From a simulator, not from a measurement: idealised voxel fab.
Process module under the name voxel capacitor over wiring
Xsec cut, 170 nm wide, square cell size 5 nm.
We lay out every cross-section as a grid of square cells and spell it out in bands from the top down, where one band means one or more rows of cells. A band entry consists of two parts. The first gives the height of the band's top and the height of its bottom, in nm. The rest lists the band's materials from left to right, each with its width in nm. A single material labelled with the word "everywhere" fills the band from edge to edge, and the word "air" marks empty space. Note: height 0 marks the level under which the wafer is uniformly one material as received. Lowest band unbounded below, written "top 0, no bottom". A width such as "30 to 40" changes by the same amount from each row of cells to the next, from the band's top row to its bottom row. Any step labelled "remains unaltered" changed none of the cells in the cross-section. The list in "Catalogued sealed voids" covers empty spaces of 8 cells or more that cannot reach the top through any open way, and it gives each as width x height at distance; the distance is from the left edge, and width, height and distance are in nm. Past the settings on a step's line: simulator remark, on that step. The line of a step may include "overlay nm". On a step with a mask, this value is how far to the right of its planned place the mask lay. A negative value means the mask lay to the left.

Intended process steps:
1. RECEIVE with material Si
2. CONFORMAL_DEP with material SiO2, thk nm 15
3. CONFORMAL_DEP with material SiN, thk nm 5
4. DIRECTIONAL_DEP with material SiO2, thk nm 25
5. DIRECTIONAL_DEP with material aC, thk nm 15
6. PATTERN with tone open, mask id METAL_1, material resist, width nm 30, pitch nm 90, thk nm 30, overlay nm 0
7. DIRECTIONAL_ETCH with etch materials aC, depth nm 15
8. STRIP with etch materials resist
9. DIRECTIONAL_ETCH with etch materials SiO2, depth nm 25
10. DIRECTIONAL_ETCH with etch materials SiN, depth nm 5
11. STRIP with etch materials aC
12. CONFORMAL_DEP with material TiN, thk nm 5
13. FILL_DEP with material Cu, thk nm 10
14. CMP with height nm 45
15. CONFORMAL_DEP with material SiCN, thk nm 5
16. DIRECTIONAL_DEP with material SiO2, thk nm 15
17. PATTERN with tone open, mask id PLUG_1, material resist, width nm 15, thk nm 20, overlay nm 0
18. DIRECTIONAL_ETCH with etch materials SiO2, depth nm 15
19. DIRECTIONAL_ETCH with etch materials SiCN, depth nm 5
20. STRIP with etch materials resist
21. CONFORMAL_DEP with material TiN, thk nm 5
22. FILL_DEP with material W, thk nm 5
23. CMP with height nm 65
24. DIRECTIONAL_DEP with material TiN, thk nm 5
25. DIRECTIONAL_DEP with material SiN, thk nm 5
26. DIRECTIONAL_DEP with material TiN, thk nm 5
27. MASKED_ETCH with tone cover, mask id UPPER_PLATE, width nm 65, etch materials TiN, depth nm 5, overlay nm 0
28. MASKED_ETCH with tone cover, mask id UPPER_PLATE, width nm 65, etch materials SiN, depth nm 5, overlay nm 0
29. DIRECTIONAL_DEP with material aC, thk nm 15
30. PATTERN with tone cover, mask id LOWER_PLATE, material resist, width nm 75, thk nm 35, overlay nm 0
31. DIRECTIONAL_ETCH with etch materials aC, depth nm 15
32. STRIP with etch materials resist
33. DIRECTIONAL_ETCH with etch materials TiN, depth nm 5
34. STRIP with etch materials aC
35. FILL_DEP with material SiO2, thk nm 15
36. CMP with height nm 90
37. MASKED_ETCH with tone open, mask id PLUG_2, width nm 15, etch materials SiO2, depth nm 10, overlay nm 0
38. CONFORMAL_DEP with material TiN, thk nm 5
39. FILL_DEP with material Cu, thk nm 5
40. CMP with height nm 90
41. CONFORMAL_DEP with material SiCN, thk nm 5

The following pertains to the first of two wafers, which was processed as planned:

Cross-section: wafer on arrival = after step 1:
  top 0, no bottom: Si everywhere
  Catalogued sealed voids: none

Cross-section through the wafer, step 2 finished:
  top 15, bottom 0: SiO2 everywhere
  Everything below 0 is unchanged.

Cross-section through the wafer, step 3 finished:
  top 20, bottom 15: SiN everywhere
  Everything below 15 is unchanged.

Cross-section through the wafer, step 4 finished:
  top 45, bottom 20: SiO2 everywhere
  Everything below 20 is unchanged.

Cross-section through the wafer, step 5 finished:
  top 60, bottom 45: aC everywhere
  Everything below 45 is unchanged.

Cross-section through the wafer, step 6 finished:
  top 90, bottom 60: resist=25; air=30; resist=60; air=30; resist=25
  Everything below 60 is unchanged.

Cross-section through the wafer, step 7 finished:
  top 75, bottom 60: resist=25; air=30; resist=60; air=30; resist=25
  top 60, bottom 45: aC=25; air=30; aC=60; air=30; aC=25
  Everything below 45 is unchanged.

Cross-section through the wafer, step 8 finished:
  top 60, bottom 45: aC=25; air=30; aC=60; air=30; aC=25
  Everything below 45 is unchanged.

Cross-section through the wafer, step 9 finished:
  top 60, bottom 45: aC=25; air=30; aC=60; air=30; aC=25
  top 45, bottom 20: SiO2=25; air=30; SiO2=60; air=30; SiO2=25
  Everything below 20 is unchanged.

Cross-section through the wafer, step 10 finished:
  top 60, bottom 45: aC=25; air=30; aC=60; air=30; aC=25
  top 45, bottom 20: SiO2=25; air=30; SiO2=60; air=30; SiO2=25
  top 20, bottom 15: SiN=25; air=30; SiN=60; air=30; SiN=25
  Everything below 15 is unchanged.

Cross-section through the wafer, step 11 finished:
  top 45, bottom 20: SiO2=25; air=30; SiO2=60; air=30; SiO2=25
  Everything below 20 is unchanged.

Cross-section through the wafer, step 12 finished:
  top 50, bottom 45: TiN=30; air=20; TiN=70; air=20; TiN=30
  top 45, bottom 20: SiO2=25; TiN=5; air=20; TiN=5; SiO2=60; TiN=5; air=20; TiN=5; SiO2=25
  top 20, bottom 15: SiN=25; TiN=30; SiN=60; TiN=30; SiN=25
  Everything below 15 is unchanged.

Cross-section through the wafer, step 13 finished:
  top 60, bottom 50: Cu everywhere
  top 50, bottom 45: TiN=30; Cu=20; TiN=70; Cu=20; TiN=30
  top 45, bottom 20: SiO2=25; TiN=5; Cu=20; TiN=5; SiO2=60; TiN=5; Cu=20; TiN=5; SiO2=25
  Everything below 20 is unchanged.

Cross-section through the wafer, step 14 finished:
  top 45, bottom 20: SiO2=25; TiN=5; Cu=20; TiN=5; SiO2=60; TiN=5; Cu=20; TiN=5; SiO2=25
  Everything below 20 is unchanged.

Cross-section through the wafer, step 15 finished:
  top 50, bottom 45: SiCN everywhere
  Everything below 45 is unchanged.

Cross-section through the wafer, step 16 finished:
  top 65, bottom 50: SiO2 everywhere
  Everything below 50 is unchanged.

Cross-section through the wafer, step 17 finished:
  top 85, bottom 65: resist=40; air=15; resist=115
  Everything below 65 is unchanged.

Cross-section through the wafer, step 18 finished:
  top 85, bottom 65: resist=40; air=15; resist=115
  top 65, bottom 50: SiO2=40; air=15; SiO2=115
  Everything below 50 is unchanged.

Cross-section through the wafer, step 19 finished:
  top 85, bottom 65: resist=40; air=15; resist=115
  top 65, bottom 50: SiO2=40; air=15; SiO2=115
  top 50, bottom 45: SiCN=40; air=15; SiCN=115
  Everything below 45 is unchanged.

Cross-section through the wafer, step 20 finished:
  top 65, bottom 50: SiO2=40; air=15; SiO2=115
  Everything below 50 is unchanged.

Cross-section through the wafer, step 21 finished:
  top 70, bottom 65: TiN=45; air=5; TiN=120
  top 65, bottom 50: SiO2=40; TiN=5; air=5; TiN=5; SiO2=115
  top 50, bottom 45: SiCN=40; TiN=15; SiCN=115
  Everything below 45 is unchanged.

Cross-section through the wafer, step 22 finished:
  top 75, bottom 70: W everywhere
  top 70, bottom 65: TiN=45; W=5; TiN=120
  top 65, bottom 50: SiO2=40; TiN=5; W=5; TiN=5; SiO2=115
  Everything below 50 is unchanged.

Cross-section through the wafer, step 23 finished:
  top 65, bottom 50: SiO2=40; TiN=5; W=5; TiN=5; SiO2=115
  Everything below 50 is unchanged.

Cross-section through the wafer, step 24 finished:
  top 70, bottom 65: TiN everywhere
  Everything below 65 is unchanged.

Cross-section through the wafer, step 25 finished:
  top 75, bottom 70: SiN everywhere
  Everything below 70 is unchanged.

Cross-section through the wafer, step 26 finished:
  top 80, bottom 75: TiN everywhere
  Everything below 75 is unchanged.

Cross-section through the wafer, step 27 finished:
  top 80, bottom 75: air=40; TiN=65; air=65
  Everything below 75 is unchanged.

Cross-section through the wafer, step 28 finished:
  top 80, bottom 75: air=40; TiN=65; air=65
  top 75, bottom 70: air=40; SiN=65; air=65
  Everything below 70 is unchanged.

Cross-section through the wafer, step 29 finished:
  top 95, bottom 85: air=40; aC=65; air=65
  top 85, bottom 80: aC everywhere
  top 80, bottom 75: aC=40; TiN=65; aC=65
  top 75, bottom 70: aC=40; SiN=65; aC=65
  Everything below 70 is unchanged.

Cross-section through the wafer, step 30 finished:
  top 130, bottom 95: air=35; resist=75; air=60
  top 95, bottom 85: air=35; resist=5; aC=65; resist=5; air=60
  Everything below 85 is unchanged.

Cross-section through the wafer, step 31 finished:
  top 115, bottom 95: air=35; resist=75; air=60
  top 95, bottom 85: air=35; resist=5; aC=65; resist=5; air=60
  top 85, bottom 80: air=35; aC=75; air=60
  top 80, bottom 75: air=35; aC=5; TiN=65; aC=5; air=60
  top 75, bottom 70: air=35; aC=5; SiN=65; aC=5; air=60
  Everything below 70 is unchanged.

Cross-section through the wafer, step 32 finished:
  top 95, bottom 85: air=40; aC=65; air=65
  Everything below 85 is unchanged.

Cross-section through the wafer, step 33 finished:
  top 95, bottom 85: air=40; aC=65; air=65
  top 85, bottom 80: air=35; aC=75; air=60
  top 80, bottom 75: air=35; aC=5; TiN=65; aC=5; air=60
  top 75, bottom 70: air=35; aC=5; SiN=65; aC=5; air=60
  top 70, bottom 65: air=35; TiN=75; air=60
  Everything below 65 is unchanged.

Cross-section through the wafer, step 34 finished:
  top 80, bottom 75: air=40; TiN=65; air=65
  top 75, bottom 70: air=40; SiN=65; air=65
  Everything below 70 is unchanged.

Cross-section through the wafer, step 35 finished:
  top 95, bottom 80: SiO2 everywhere
  top 80, bottom 75: SiO2=40; TiN=65; SiO2=65
  top 75, bottom 70: SiO2=40; SiN=65; SiO2=65
  top 70, bottom 65: SiO2=35; TiN=75; SiO2=60
  Everything below 65 is unchanged.

Cross-section through the wafer, step 36 finished:
  top 90, bottom 80: SiO2 everywhere
  Everything below 80 is unchanged.

Cross-section through the wafer, step 37 finished:
  top 90, bottom 80: SiO2=50; air=15; SiO2=105
  Everything below 80 is unchanged.

Cross-section through the wafer, step 38 finished:
  top 95, bottom 90: TiN=55; air=5; TiN=110
  top 90, bottom 85: SiO2=50; TiN=5; air=5; TiN=5; SiO2=105
  top 85, bottom 75: SiO2=50 to 40; TiN=15 to 65; SiO2=105 to 65
  Everything below 75 is unchanged.

Cross-section through the wafer, step 39 finished:
  top 100, bottom 95: Cu everywhere
  top 95, bottom 90: TiN=55; Cu=5; TiN=110
  top 90, bottom 85: SiO2=50; TiN=5; Cu=5; TiN=5; SiO2=105
  Everything below 85 is unchanged.

Cross-section through the wafer, step 40 finished:
  top 90, bottom 85: SiO2=50; TiN=5; Cu=5; TiN=5; SiO2=105
  Everything below 85 is unchanged.

Cross-section through the wafer, step 41 finished:
  top 95, bottom 90: SiCN everywhere
  Everything below 90 is unchanged.

Notes, second wafer: start = first wafer's, plan = first wafer's, execution had one mistake; history identical to first through step 25:

Cross-section of the second wafer at the time by which step 26 should have been completed according to the plan: remains unaltered

Cross-section of the second wafer at the time by which step 27 should have been completed according to the plan: remains unaltered

Cross-section of the second wafer at the time by which step 28 should have been completed according to the plan:
  top 75, bottom 70: air=40; SiN=65; air=65
  Everything below 70 is unchanged.

Cross-section of the second wafer at the time by which step 29 should have been completed according to the plan:
  top 90, bottom 85: air=40; aC=65; air=65
  top 85, bottom 75: aC everywhere
  top 75, bottom 70: aC=40; SiN=65; aC=65
  Everything below 70 is unchanged.

Cross-section of the second wafer at the time by which step 30 should have been completed according to the plan:
  top 125, bottom 90: air=35; resist=75; air=60
  top 90, bottom 85: air=35; resist=5; aC=65; resist=5; air=60
  Everything below 85 is unchanged.

Cross-section of the second wafer at the time by which step 31 should have been completed according to the plan:
  top 110, bottom 90: air=35; resist=75; air=60
  top 90, bottom 85: air=35; resist=5; aC=65; resist=5; air=60
  top 85, bottom 75: air=35; aC=75; air=60
  top 75, bottom 70: air=35; aC=5; SiN=65; aC=5; air=60
  Everything below 70 is unchanged.

Cross-section of the second wafer at the time by which step 32 should have been completed according to the plan:
  top 90, bottom 85: air=40; aC=65; air=65
  Everything below 85 is unchanged.

Cross-section of the second wafer at the time by which step 33 should have been completed according to the plan:
  top 90, bottom 85: air=40; aC=65; air=65
  top 85, bottom 75: air=35; aC=75; air=60
  top 75, bottom 70: air=35; aC=5; SiN=65; aC=5; air=60
  top 70, bottom 65: air=35; TiN=75; air=60
  Everything below 65 is unchanged.

Cross-section of the second wafer at the time by which step 34 should have been completed according to the plan:
  top 75, bottom 70: air=40; SiN=65; air=65
  Everything below 70 is unchanged.

Cross-section of the second wafer at the time by which step 35 should have been completed according to the plan:
  top 90, bottom 75: SiO2 everywhere
  top 75, bottom 70: SiO2=40; SiN=65; SiO2=65
  top 70, bottom 65: SiO2=35; TiN=75; SiO2=60
  Everything below 65 is unchanged.

Cross-section of the second wafer at the time by which step 36 should have been completed according to the plan: remains unaltered

Cross-section of the second wafer at the time by which step 37 should have been completed according to the plan:
  top 90, bottom 80: SiO2=50; air=15; SiO2=105
  Everything below 80 is unchanged.

Cross-section of the second wafer at the time by which step 38 should have been completed according to the plan:
  top 95, bottom 90: TiN=55; air=5; TiN=110
  top 90, bottom 85: SiO2=50; TiN=5; air=5; TiN=5; SiO2=105
  top 85, bottom 80: SiO2=50; TiN=15; SiO2=105
  Everything below 80 is unchanged.

Cross-section of the second wafer at the time by which step 39 should have been completed according to the plan:
  top 100, bottom 95: Cu everywhere
  top 95, bottom 90: TiN=55; Cu=5; TiN=110
  top 90, bottom 85: SiO2=50; TiN=5; Cu=5; TiN=5; SiO2=105
  Everything below 85 is unchanged.

Cross-section of the second wafer at the time by which step 40 should have been completed according to the plan:
  top 90, bottom 85: SiO2=50; TiN=5; Cu=5; TiN=5; SiO2=105
  Everything below 85 is unchanged.

Cross-section of the second wafer at the time by which step 41 should have been completed according to the plan:
  top 95, bottom 90: SiCN everywhere
  Everything below 90 is unchanged.
The mistake made against the process plan was this: plan step 26 skipped
Per the end-of-run cell counts, the second wafer holds more or fewer of some materials than the first: SiO2 +13; TiN -13
